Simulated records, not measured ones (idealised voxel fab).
The process module presented herein is designated voxel quadruple lines.
Square cell edge 5 nm, section width 175 nm, ID cut.
Bands, listed from the top down, are how a cross-section gets written in this document; the cross-section itself is a grid of square cells, and a band is one or more rows of them. Heights first: top, then bottom, in nm. Then materials, left to right, each with a width in nm. "edge to edge" on a single material: fills the band edge to edge. "blank": empty space. Counting heights begins at 0, where everything beneath is, in the wafer as received, one material. The lowest band has no bottom; it goes on downwards, as "0 -> down" shows. The expression "30->40" gives the width at the extremes of the band, the first number at its top row of cells and the second at its bottom row, with the width changing by equal amounts from each row to the next in between. No cell of the cross-section changed in a step that is given as "no change". "Sealed internal cavities": empty spaces of 8 cells or more with no open way to the top, each given as width x height at distance, distance from the left edge, all in nm. That trailing text on a step's line, after the settings, is the simulator's own remark on the step. "overlay nm", when on a step's line for a step with a mask, measures how far to the right of its planned place the mask lay; a negative measure means to the left.
## Listed below are the process steps as planned
step 1: RECEIVE, material Si
step 2: CONFORMAL_DEP, material SiO2, thk nm 10
step 3: DIRECTIONAL_DEP, material TiN, thk nm 15
step 4: DIRECTIONAL_DEP, material polySi, thk nm 20
step 5: DIRECTIONAL_DEP, material aC, thk nm 25
step 6: PATTERN, tone cover, mask id MANDREL, material resist, width nm 25, pitch nm 80, thk nm 30, overlay nm 0
step 7: DIRECTIONAL_ETCH, etch materials aC, depth nm 25
step 8: STRIP, etch materials resist
step 9: CONFORMAL_DEP, material SiO2, thk nm 15
step 10: DIRECTIONAL_ETCH, etch materials SiO2, depth nm 15
step 11: STRIP, etch materials aC
step 12: DIRECTIONAL_ETCH, etch materials polySi, depth nm 20
step 13: STRIP, etch materials SiO2
step 14: CONFORMAL_DEP, material SiN, thk nm 5
step 15: DIRECTIONAL_ETCH, etch materials SiN, depth nm 5
step 16: STRIP, etch materials polySi
step 17: DIRECTIONAL_ETCH, etch materials TiN, depth nm 15
step 18: STRIP, etch materials SiN
step 19: FILL_DEP, material lowk, thk nm 10
step 20: CMP, height nm 25
## Of two wafers, the first: run according to plan
## Cross-section of the wafer at receipt, which is the condition after step 1
> 0 -> down  Si edge to edge
> Sealed internal cavities: none
## Cross-section of the wafer after step 2
> 10 -> 0  SiO2 edge to edge
> Everything below 0 is unchanged.
## Cross-section of the wafer after step 3
> 25 -> 10  TiN edge to edge
> Everything below 10 is unchanged.
## Cross-section of the wafer after step 4
> 45 -> 25  polySi edge to edge
> Everything below 25 is unchanged.
## Cross-section of the wafer after step 5
> 70 -> 45  aC edge to edge
> Everything below 45 is unchanged.
## Cross-section of the wafer after step 6
> 100 -> 70  blank 35, resist 25, blank 55, resist 25, blank 35
> Everything below 70 is unchanged.
## Cross-section of the wafer after step 7
> 75 -> 70  blank 35, resist 25, blank 55, resist 25, blank 35
> 70 -> 45  blank 35, aC 25, blank 55, aC 25, blank 35
> Everything below 45 is unchanged.
## Cross-section of the wafer after step 8
> 70 -> 45  blank 35, aC 25, blank 55, aC 25, blank 35
> Everything below 45 is unchanged.
## Cross-section of the wafer after step 9
> 85 -> 70  blank 20, SiO2 55, blank 25, SiO2 55, blank 20
> 70 -> 60  blank 20, SiO2 15, aC 25, SiO2 15, blank 25, SiO2 15, aC 25, SiO2 15, blank 20
> 60 -> 45  SiO2 35, aC 25, SiO2 55, aC 25, SiO2 35
> Everything below 45 is unchanged.
## Cross-section of the wafer after step 10
> 70 -> 45  blank 20, SiO2 15, aC 25, SiO2 15, blank 25, SiO2 15, aC 25, SiO2 15, blank 20
> Everything below 45 is unchanged.
## Cross-section of the wafer after step 11
> 70 -> 45  blank 20, SiO2 15, blank 25, SiO2 15, blank 25, SiO2 15, blank 25, SiO2 15, blank 20
> Everything below 45 is unchanged.
## Cross-section of the wafer after step 12
> 70 -> 45  blank 20, SiO2 15, blank 25, SiO2 15, blank 25, SiO2 15, blank 25, SiO2 15, blank 20
> 45 -> 25  blank 20, polySi 15, blank 25, polySi 15, blank 25, polySi 15, blank 25, polySi 15, blank 20
> Everything below 25 is unchanged.
## Cross-section of the wafer after step 13
> 45 -> 25  blank 20, polySi 15, blank 25, polySi 15, blank 25, polySi 15, blank 25, polySi 15, blank 20
> Everything below 25 is unchanged.
## Cross-section of the wafer after step 14
> 50 -> 45  blank 15, SiN 25, blank 15, SiN 25, blank 15, SiN 25, blank 15, SiN 25, blank 15
> 45 -> 30  blank 15, SiN 5, polySi 15, SiN 5, blank 15, SiN 5, polySi 15, SiN 5, blank 15, SiN 5, polySi 15, SiN 5, blank 15, SiN 5, polySi 15, SiN 5, blank 15
> 30 -> 25  SiN 20, polySi 15, SiN 25, polySi 15, SiN 25, polySi 15, SiN 25, polySi 15, SiN 20
> Everything below 25 is unchanged.
## Cross-section of the wafer after step 15
> 45 -> 25  blank 15, SiN 5, polySi 15, SiN 5, blank 15, SiN 5, polySi 15, SiN 5, blank 15, SiN 5, polySi 15, SiN 5, blank 15, SiN 5, polySi 15, SiN 5, blank 15
> Everything below 25 is unchanged.
## Cross-section of the wafer after step 16
> 45 -> 25  blank 15, SiN 5, blank 15, SiN 5, blank 15, SiN 5, blank 15, SiN 5, blank 15, SiN 5, blank 15, SiN 5, blank 15, SiN 5, blank 15, SiN 5, blank 15
> Everything below 25 is unchanged.
## Cross-section of the wafer after step 17
> 45 -> 25  blank 15, SiN 5, blank 15, SiN 5, blank 15, SiN 5, blank 15, SiN 5, blank 15, SiN 5, blank 15, SiN 5, blank 15, SiN 5, blank 15, SiN 5, blank 15
> 25 -> 10  blank 15, TiN 5, blank 15, TiN 5, blank 15, TiN 5, blank 15, TiN 5, blank 15, TiN 5, blank 15, TiN 5, blank 15, TiN 5, blank 15, TiN 5, blank 15
> Everything below 10 is unchanged.
## Cross-section of the wafer after step 18
> 25 -> 10  blank 15, TiN 5, blank 15, TiN 5, blank 15, TiN 5, blank 15, TiN 5, blank 15, TiN 5, blank 15, TiN 5, blank 15, TiN 5, blank 15, TiN 5, blank 15
> Everything below 10 is unchanged.
## Cross-section of the wafer after step 19
> 35 -> 25  lowk edge to edge
> 25 -> 10  lowk 15, TiN 5, lowk 15, TiN 5, lowk 15, TiN 5, lowk 15, TiN 5, lowk 15, TiN 5, lowk 15, TiN 5, lowk 15, TiN 5, lowk 15, TiN 5, lowk 15
> Everything below 10 is unchanged.
## Cross-section of the wafer after step 20
> 25 -> 10  lowk 15, TiN 5, lowk 15, TiN 5, lowk 15, TiN 5, lowk 15, TiN 5, lowk 15, TiN 5, lowk 15, TiN 5, lowk 15, TiN 5, lowk 15, TiN 5, lowk 15
> Everything below 10 is unchanged.
## Wafer two. Identical start, identical plan. One mistake in execution. Identical history through step 5
## Cross-sectional representation of the second wafer at the time designated in the plan for the completion of step 6
> 100 -> 70  blank 40, resist 25, blank 55, resist 25, blank 30
> Everything below 70 is unchanged.
## Cross-sectional representation of the second wafer at the time designated in the plan for the completion of step 7
> 75 -> 70  blank 40, resist 25, blank 55, resist 25, blank 30
> 70 -> 45  blank 40, aC 25, blank 55, aC 25, blank 30
> Everything below 45 is unchanged.
## Cross-sectional representation of the second wafer at the time designated in the plan for the completion of step 8
> 70 -> 45  blank 40, aC 25, blank 55, aC 25, blank 30
> Everything below 45 is unchanged.
## Cross-sectional representation of the second wafer at the time designated in the plan for the completion of step 9
> 85 -> 70  blank 25, SiO2 55, blank 25, SiO2 55, blank 15
> 70 -> 60  blank 25, SiO2 15, aC 25, SiO2 15, blank 25, SiO2 15, aC 25, SiO2 15, blank 15
> 60 -> 45  SiO2 40, aC 25, SiO2 55, aC 25, SiO2 30
> Everything below 45 is unchanged.
## Cross-sectional representation of the second wafer at the time designated in the plan for the completion of step 10
> 70 -> 45  blank 25, SiO2 15, aC 25, SiO2 15, blank 25, SiO2 15, aC 25, SiO2 15, blank 15
> Everything below 45 is unchanged.
## Cross-sectional representation of the second wafer at the time designated in the plan for the completion of step 11
> 70 -> 45  blank 25, SiO2 15, blank 25, SiO2 15, blank 25, SiO2 15, blank 25, SiO2 15, blank 15
> Everything below 45 is unchanged.
## Cross-sectional representation of the second wafer at the time designated in the plan for the completion of step 12
> 70 -> 45  blank 25, SiO2 15, blank 25, SiO2 15, blank 25, SiO2 15, blank 25, SiO2 15, blank 15
> 45 -> 25  blank 25, polySi 15, blank 25, polySi 15, blank 25, polySi 15, blank 25, polySi 15, blank 15
> Everything below 25 is unchanged.
## Cross-sectional representation of the second wafer at the time designated in the plan for the completion of step 13
> 45 -> 25  blank 25, polySi 15, blank 25, polySi 15, blank 25, polySi 15, blank 25, polySi 15, blank 15
> Everything below 25 is unchanged.
## Cross-sectional representation of the second wafer at the time designated in the plan for the completion of step 14
> 50 -> 45  blank 20, SiN 25, blank 15, SiN 25, blank 15, SiN 25, blank 15, SiN 25, blank 10
> 45 -> 30  blank 20, SiN 5, polySi 15, SiN 5, blank 15, SiN 5, polySi 15, SiN 5, blank 15, SiN 5, polySi 15, SiN 5, blank 15, SiN 5, polySi 15, SiN 5, blank 10
> 30 -> 25  SiN 25, polySi 15, SiN 25, polySi 15, SiN 25, polySi 15, SiN 25, polySi 15, SiN 15
> Everything below 25 is unchanged.
## Cross-sectional representation of the second wafer at the time designated in the plan for the completion of step 15
> 45 -> 25  blank 20, SiN 5, polySi 15, SiN 5, blank 15, SiN 5, polySi 15, SiN 5, blank 15, SiN 5, polySi 15, SiN 5, blank 15, SiN 5, polySi 15, SiN 5, blank 10
> Everything below 25 is unchanged.
## Cross-sectional representation of the second wafer at the time designated in the plan for the completion of step 16
> 45 -> 25  blank 20, SiN 5, blank 15, SiN 5, blank 15, SiN 5, blank 15, SiN 5, blank 15, SiN 5, blank 15, SiN 5, blank 15, SiN 5, blank 15, SiN 5, blank 10
> Everything below 25 is unchanged.
## Cross-sectional representation of the second wafer at the time designated in the plan for the completion of step 17
> 45 -> 25  blank 20, SiN 5, blank 15, SiN 5, blank 15, SiN 5, blank 15, SiN 5, blank 15, SiN 5, blank 15, SiN 5, blank 15, SiN 5, blank 15, SiN 5, blank 10
> 25 -> 10  blank 20, TiN 5, blank 15, TiN 5, blank 15, TiN 5, blank 15, TiN 5, blank 15, TiN 5, blank 15, TiN 5, blank 15, TiN 5, blank 15, TiN 5, blank 10
> Everything below 10 is unchanged.
## Cross-sectional representation of the second wafer at the time designated in the plan for the completion of step 18
> 25 -> 10  blank 20, TiN 5, blank 15, TiN 5, blank 15, TiN 5, blank 15, TiN 5, blank 15, TiN 5, blank 15, TiN 5, blank 15, TiN 5, blank 15, TiN 5, blank 10
> Everything below 10 is unchanged.
## Cross-sectional representation of the second wafer at the time designated in the plan for the completion of step 19
> 35 -> 25  lowk edge to edge
> 25 -> 10  lowk 20, TiN 5, lowk 15, TiN 5, lowk 15, TiN 5, lowk 15, TiN 5, lowk 15, TiN 5, lowk 15, TiN 5, lowk 15, TiN 5, lowk 15, TiN 5, lowk 10
> Everything below 10 is unchanged.
## Cross-sectional representation of the second wafer at the time designated in the plan for the completion of step 20
> 25 -> 10  lowk 20, TiN 5, lowk 15, TiN 5, lowk 15, TiN 5, lowk 15, TiN 5, lowk 15, TiN 5, lowk 15, TiN 5, lowk 15, TiN 5, lowk 15, TiN 5, lowk 10
> Everything below 10 is unchanged.
Finding, execution versus plan: step 6 changed vs plan, executed as PATTERN, tone cover, mask id MANDREL, material resist, width nm 25, pitch nm 80, thk nm 30, overlay nm 5
Both wafers, final: cells per material equal; arrangement not.
